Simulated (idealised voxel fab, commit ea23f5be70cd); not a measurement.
process module | voxel self aligned contacts
cross-section cut | 245 nm wide | cells 5 nm
A cross-section is a grid of square cells, given in bands from the top down. A band is one or more rows of cells.
Each band's line starts with the height of the band's top and of its bottom, in nm. Then come its materials from left to right, each with its width in nm. One material with "throughout" fills the band from edge to edge. "air" is empty space.
Height 0 is the level under which the wafer as received is all one material. The lowest band goes on downwards, as in "0 down".
A width such as "30 to 40" changes by the same amount from each row of cells to the next, from the band's top row to its bottom row.
"no change" after a step means that no cell of the cross-section changed.
closed voids: empty space of 8 cells or more with no open way to the top, each as width x height at its distance from the left edge, in nm
after a step's settings: what the simulator itself notes on the step
overlay nm, on a step with a mask: how far to the right of its planned place the mask lay; to the left if negative
plan
1 op RECEIVE | material Si
2 op CONFORMAL_DEP | material SiO2 | thk nm 5
3 op DIRECTIONAL_DEP | material polySi | thk nm 30
4 op DIRECTIONAL_DEP | material SiN | thk nm 20
5 op PATTERN | tone cover | mask id GATE | material resist | width nm 30 | pitch nm 70 | thk nm 20 | overlay nm 0
6 op DIRECTIONAL_ETCH | etch materials SiN | depth nm 20
7 op DIRECTIONAL_ETCH | etch materials polySi | depth nm 30
8 op STRIP | etch materials resist
9 op CONFORMAL_DEP | material SiN | thk nm 10
10 op DIRECTIONAL_ETCH | etch materials SiN | depth nm 10
11 op FILL_DEP | material SiO2 | thk nm 10
12 op CMP | height nm 60
13 op PATTERN | tone open | mask id CONTACT | material resist | width nm 50 | pitch nm 70 | thk nm 20 | overlay nm 0
14 op DIRECTIONAL_ETCH | etch materials SiO2 | depth nm 60
15 op STRIP | etch materials resist
16 op CONFORMAL_DEP | material TiN | thk nm 5
17 op FILL_DEP | material Ru | thk nm 5
18 op CMP | height nm 60
19 op CONFORMAL_DEP | material SiCN | thk nm 5
as received, after step 1
  0 down: Si throughout
  closed voids: none
a wafer at the end: this start, this plan, one mistake
  65 to 60: SiCN throughout
  60 to 55: SiO2 60 | SiN 20 | Ru 10 | SiN 20 | SiO2 20 | SiN 20 | Ru 10 | SiN 20 | SiO2 65
  55 to 35: SiO2 25 | SiN 55 | Ru 10 | SiN 60 | Ru 10 | SiN 55 | SiO2 30
  35 to 5: SiO2 25 | SiN 10 | polySi 30 | SiN 15 | Ru 10 | SiN 15 | polySi 30 | SiN 15 | Ru 10 | SiN 15 | polySi 30 | SiN 10 | SiO2 30
  5 to 0: SiO2 75 | SiN 20 | SiO2 50 | SiN 20 | SiO2 80
  0 down: Si throughout
  closed voids: none
what went wrong: step 16 ran as: op CONFORMAL_DEP | material SiN | thk nm 5
